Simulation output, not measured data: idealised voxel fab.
process module | voxel spacer lines
cross-section cut | 275 nm wide | cells 5 nm
A cross-section is a grid of square cells, given in bands from the top down. A band is one or more rows of cells.
Each band's line starts with the height of the band's top and of its bottom, in nm. Then come its materials from left to right, each with its width in nm. One material with "throughout" fills the band from edge to edge. "air" is empty space.
Height 0 is the level under which the wafer as received is all one material. The lowest band goes on downwards, as in "0 down".
A width such as "30 to 40" changes by the same amount from each row of cells to the next, from the band's top row to its bottom row.
"no change" after a step means that no cell of the cross-section changed.
closed voids: empty space of 8 cells or more with no open way to the top, each as width x height at its distance from the left edge, in nm
after a step's settings: what the simulator itself notes on the step
overlay nm, on a step with a mask: how far to the right of its planned place the mask lay; to the left if negative
plan
1 op RECEIVE | material Si
2 op CONFORMAL_DEP | material Al2O3 | thk nm 5
3 op DIRECTIONAL_DEP | material SiN | thk nm 10
4 op DIRECTIONAL_DEP | material aC | thk nm 20
5 op PATTERN | tone cover | mask id MANDREL | material resist | width nm 15 | pitch nm 60 | thk nm 30 | overlay nm 0
6 op DIRECTIONAL_ETCH | etch materials aC | depth nm 20
7 op STRIP | etch materials resist
8 op CONFORMAL_DEP | material SiO2 | thk nm 15
9 op DIRECTIONAL_ETCH | etch materials SiO2 | depth nm 15
10 op STRIP | etch materials aC
11 op DIRECTIONAL_ETCH | etch materials SiN | depth nm 10
12 op STRIP | etch materials SiO2
13 op FILL_DEP | material lowk | thk nm 5
14 op CMP | height nm 15
first wafer, as planned
as received, after step 1
  0 down: Si throughout
  closed voids: none
after step 2
  5 to 0: Al2O3 throughout
  below 0: unchanged
after step 3
  15 to 5: SiN throughout
  below 5: unchanged
after step 4
  35 to 15: aC throughout
  below 15: unchanged
after step 5
  65 to 35: air 70 | resist 15 | air 45 | resist 15 | air 45 | resist 15 | air 70
  below 35: unchanged
after step 6
  45 to 35: air 70 | resist 15 | air 45 | resist 15 | air 45 | resist 15 | air 70
  35 to 15: air 70 | aC 15 | air 45 | aC 15 | air 45 | aC 15 | air 70
  below 15: unchanged
after step 7
  35 to 15: air 70 | aC 15 | air 45 | aC 15 | air 45 | aC 15 | air 70
  below 15: unchanged
after step 8
  50 to 35: air 55 | SiO2 45 | air 15 | SiO2 45 | air 15 | SiO2 45 | air 55
  35 to 30: air 55 | SiO2 15 | aC 15 | SiO2 15 | air 15 | SiO2 15 | aC 15 | SiO2 15 | air 15 | SiO2 15 | aC 15 | SiO2 15 | air 55
  30 to 15: SiO2 70 | aC 15 | SiO2 45 | aC 15 | SiO2 45 | aC 15 | SiO2 70
  below 15: unchanged
after step 9
  35 to 15: air 55 | SiO2 15 | aC 15 | SiO2 15 | air 15 | SiO2 15 | aC 15 | SiO2 15 | air 15 | SiO2 15 | aC 15 | SiO2 15 | air 55
  below 15: unchanged
after step 10
  35 to 15: air 55 | SiO2 15 | air 15 | SiO2 15 | air 15 | SiO2 15 | air 15 | SiO2 15 | air 15 | SiO2 15 | air 15 | SiO2 15 | air 55
  below 15: unchanged
after step 11
  35 to 15: air 55 | SiO2 15 | air 15 | SiO2 15 | air 15 | SiO2 15 | air 15 | SiO2 15 | air 15 | SiO2 15 | air 15 | SiO2 15 | air 55
  15 to 5: air 55 | SiN 15 | air 15 | SiN 15 | air 15 | SiN 15 | air 15 | SiN 15 | air 15 | SiN 15 | air 15 | SiN 15 | air 55
  below 5: unchanged
after step 12
  15 to 5: air 55 | SiN 15 | air 15 | SiN 15 | air 15 | SiN 15 | air 15 | SiN 15 | air 15 | SiN 15 | air 15 | SiN 15 | air 55
  below 5: unchanged
after step 13
  20 to 15: lowk throughout
  15 to 5: lowk 55 | SiN 15 | lowk 15 | SiN 15 | lowk 15 | SiN 15 | lowk 15 | SiN 15 | lowk 15 | SiN 15 | lowk 15 | SiN 15 | lowk 55
  below 5: unchanged
after step 14
  15 to 5: lowk 55 | SiN 15 | lowk 15 | SiN 15 | lowk 15 | SiN 15 | lowk 15 | SiN 15 | lowk 15 | SiN 15 | lowk 15 | SiN 15 | lowk 55
  below 5: unchanged
second wafer: like start, like plan, one mistake. Through step 2 it matches the first wafer
when step 3 should have ended
  10 to 5: SiN throughout
  below 5: unchanged
when step 4 should have ended
  30 to 10: aC throughout
  below 10: unchanged
when step 5 should have ended
  60 to 30: air 70 | resist 15 | air 45 | resist 15 | air 45 | resist 15 | air 70
  below 30: unchanged
when step 6 should have ended
  40 to 30: air 70 | resist 15 | air 45 | resist 15 | air 45 | resist 15 | air 70
  30 to 10: air 70 | aC 15 | air 45 | aC 15 | air 45 | aC 15 | air 70
  below 10: unchanged
when step 7 should have ended
  30 to 10: air 70 | aC 15 | air 45 | aC 15 | air 45 | aC 15 | air 70
  below 10: unchanged
when step 8 should have ended
  45 to 30: air 55 | SiO2 45 | air 15 | SiO2 45 | air 15 | SiO2 45 | air 55
  30 to 25: air 55 | SiO2 15 | aC 15 | SiO2 15 | air 15 | SiO2 15 | aC 15 | SiO2 15 | air 15 | SiO2 15 | aC 15 | SiO2 15 | air 55
  25 to 10: SiO2 70 | aC 15 | SiO2 45 | aC 15 | SiO2 45 | aC 15 | SiO2 70
  below 10: unchanged
when step 9 should have ended
  30 to 10: air 55 | SiO2 15 | aC 15 | SiO2 15 | air 15 | SiO2 15 | aC 15 | SiO2 15 | air 15 | SiO2 15 | aC 15 | SiO2 15 | air 55
  below 10: unchanged
when step 10 should have ended
  30 to 10: air 55 | SiO2 15 | air 15 | SiO2 15 | air 15 | SiO2 15 | air 15 | SiO2 15 | air 15 | SiO2 15 | air 15 | SiO2 15 | air 55
  below 10: unchanged
when step 11 should have ended
  30 to 10: air 55 | SiO2 15 | air 15 | SiO2 15 | air 15 | SiO2 15 | air 15 | SiO2 15 | air 15 | SiO2 15 | air 15 | SiO2 15 | air 55
  10 to 5: air 55 | SiN 15 | air 15 | SiN 15 | air 15 | SiN 15 | air 15 | SiN 15 | air 15 | SiN 15 | air 15 | SiN 15 | air 55
  below 5: unchanged
when step 12 should have ended
  10 to 5: air 55 | SiN 15 | air 15 | SiN 15 | air 15 | SiN 15 | air 15 | SiN 15 | air 15 | SiN 15 | air 15 | SiN 15 | air 55
  below 5: unchanged
when step 13 should have ended
  15 to 10: lowk throughout
  10 to 5: lowk 55 | SiN 15 | lowk 15 | SiN 15 | lowk 15 | SiN 15 | lowk 15 | SiN 15 | lowk 15 | SiN 15 | lowk 15 | SiN 15 | lowk 55
  below 5: unchanged
when step 14 should have ended: no change
what went wrong: step 3 ran as: op DIRECTIONAL_DEP | material SiN | thk nm 5
at the end the second wafer has, in cells: 18 fewer of SiN | 18 more of lowk
